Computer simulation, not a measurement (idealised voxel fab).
Documented hereafter: the process module known as voxel tone inversion.
cross-section cut | 175 nm wide | cells 5 nm
Square cells in a grid make up a cross-section in this document, and the grid is given as bands, listed from the top down, each one or more rows of cells.
Within each band entry, the heights of the top and of the bottom of the band appear first, in that order and in nm; the materials of the band then follow from left to right, each with its corresponding width in nm. The designation "throughout" on a single material indicates that it fills the band from edge to edge; the designation "air" indicates empty space.
A quick word on heights: they are counted from 0, and under that level the wafer as it came to us is one material throughout. The lowest band is different from the rest in having no bottom; it simply continues downward, written as in "0 nm and below".
You'd read "30 to 40" like this: the band's top row of cells is as wide as the first number, its bottom row is as wide as the second, and going down, every row changes width by the same amount as the row before did.
"no alteration" after a step means that no cell of the cross-section changed.
Entry "Sealed cavities" = empty spaces >= 8 cells with no open way to the top; each as width x height at distance, distance from left edge, all nm.
Whatever follows a step's settings on its line is a remark the simulator itself makes about that step.
overlay nm: step with mask; distance mask lay right of planned place; negative value = left of planned place.
The process steps that were planned are listed below:
1) RECEIVE,material Si
2) CONFORMAL_DEP,material SiCN,thk nm 5
3) DIRECTIONAL_DEP,material aC,thk nm 25
4) PATTERN,tone cover,mask id POSTS,material resist,width nm 25,pitch nm 55,thk nm 35,overlay nm 0
5) DIRECTIONAL_ETCH,etch materials aC,depth nm 25
6) STRIP,etch materials resist
7) FILL_DEP,material SiO2,thk nm 5
8) CMP,height nm 20
9) STRIP,etch materials aC
The wafers in this document start out alike and differ in the height nm applied at step 8; the plan shows the value used for the first wafer.
Sectional view: first of several wafers, as received, after step 1:
  0 nm and below  Si throughout
  Sealed cavities: none
Take any row and you have a wafer at the end of the module: how many cells of each material it has gained (+) or lost (-) since it was received, and then its closed voids:
height nm 20, +35 SiCN, +60 SiO2, Sealed cavities: none
height nm 25, +35 SiCN, +80 SiO2, Sealed cavities: none
height nm 30, +35 SiCN, +100 SiO2, Sealed cavities: none
height nm 35, +35 SiCN, +135 SiO2, +75 aC, Sealed cavities: none
